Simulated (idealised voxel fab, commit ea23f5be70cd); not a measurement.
Process module name: voxel gate over fins
For reference, the cross-section in this document is cut, with width 240 nm and square cells of 5 nm.
If you're reading a cross-section in this doc, picture square cells in a grid; it comes to you as bands, top ones listed first down to the bottom, and a band can be one or more rows of cells.
Look at the band entry: it leads with the top's height and the bottom's height in nm. Then it lists the materials left to right, with a width in nm for each. The word "throughout" on a single material says that material fills the band edge to edge. The word "empty" is empty space.
Height is counted from the level 0, under which the received wafer is composed throughout of one material. The lowest of the bands is not closed at the bottom but continues downward, in the notation "z 0 and below".
So if you see something like "30..40" for the width, read it as the top row of the band sitting at the first number and the bottom row at the second, with every row in between moving by the same amount as the last.
No cell of the cross-section changed in a step that is given as "changes: none".
Sealed internal cavities: empty space of 8 cells or more with no open way to the top, each as width x height at its distance from the left edge, in nm
Read whatever lies past the settings on a step's line as the simulator's own remark about the step.
When a step includes a mask, the "overlay nm" setting on its line states how far to the right of its planned place that mask lay, and negative values state how far to the left.
Set out below are the planned steps of the process
1,RECEIVE | material Si
2,CONFORMAL_DEP | material SiN | thk nm 10
3,DIRECTIONAL_DEP | material aC | thk nm 15
4,PATTERN | tone cover | mask id FINS | material resist | width nm 15 | pitch nm 35 | thk nm 30 | overlay nm -15
5,DIRECTIONAL_ETCH | etch materials aC | depth nm 15
6,STRIP | etch materials resist
7,DIRECTIONAL_ETCH | etch materials SiN | depth nm 10
8,DIRECTIONAL_ETCH | etch materials Si | depth nm 35
9,STRIP | etch materials aC
10,OXIDIZE | depth nm 5
11,FILL_DEP | material SiO2 | thk nm 5
12,CMP | height nm 10
13,SELECTIVE_ETCH | etch materials SiO2 | depth nm 25
14,STRIP | etch materials SiN
15,CONFORMAL_DEP | material HfO2 | thk nm 5
16,CONFORMAL_DEP | material TiN | thk nm 5
17,FILL_DEP | material W | thk nm 10
18,CMP | height nm 15
19,CONFORMAL_DEP | material SiN | thk nm 5
What sets these wafers apart? The overlay nm at step 4. They all start alike, and the plan carries the first wafer's value.
The first of several wafers in cross-section, exactly as it reached us after step 1
- z 0 and below  Si throughout
- Sealed internal cavities: none
The following table contains a row per wafer, in which are reported, at the conclusion of the module, the cells of each material gained (+) or lost (-) since the wafer's receipt, with its closed voids given thereafter
overlay nm -15, +66 HfO2, -360 Si, +48 SiN, +225 SiO2, +66 TiN, +147 W, Sealed internal cavities: none
overlay nm -10, +66 HfO2, -360 Si, +48 SiN, +225 SiO2, +66 TiN, +147 W, Sealed internal cavities: none
overlay nm -5, +66 HfO2, -360 Si, +48 SiN, +225 SiO2, +66 TiN, +147 W, Sealed internal cavities: none
overlay nm 0, +66 HfO2, -360 Si, +48 SiN, +225 SiO2, +66 TiN, +147 W, Sealed internal cavities: none
overlay nm 5, +66 HfO2, -360 Si, +48 SiN, +225 SiO2, +66 TiN, +147 W, Sealed internal cavities: none
overlay nm 10, +66 HfO2, -360 Si, +48 SiN, +225 SiO2, +66 TiN, +147 W, Sealed internal cavities: none
overlay nm 15, +66 HfO2, -360 Si, +48 SiN, +225 SiO2, +66 TiN, +147 W, Sealed internal cavities: none
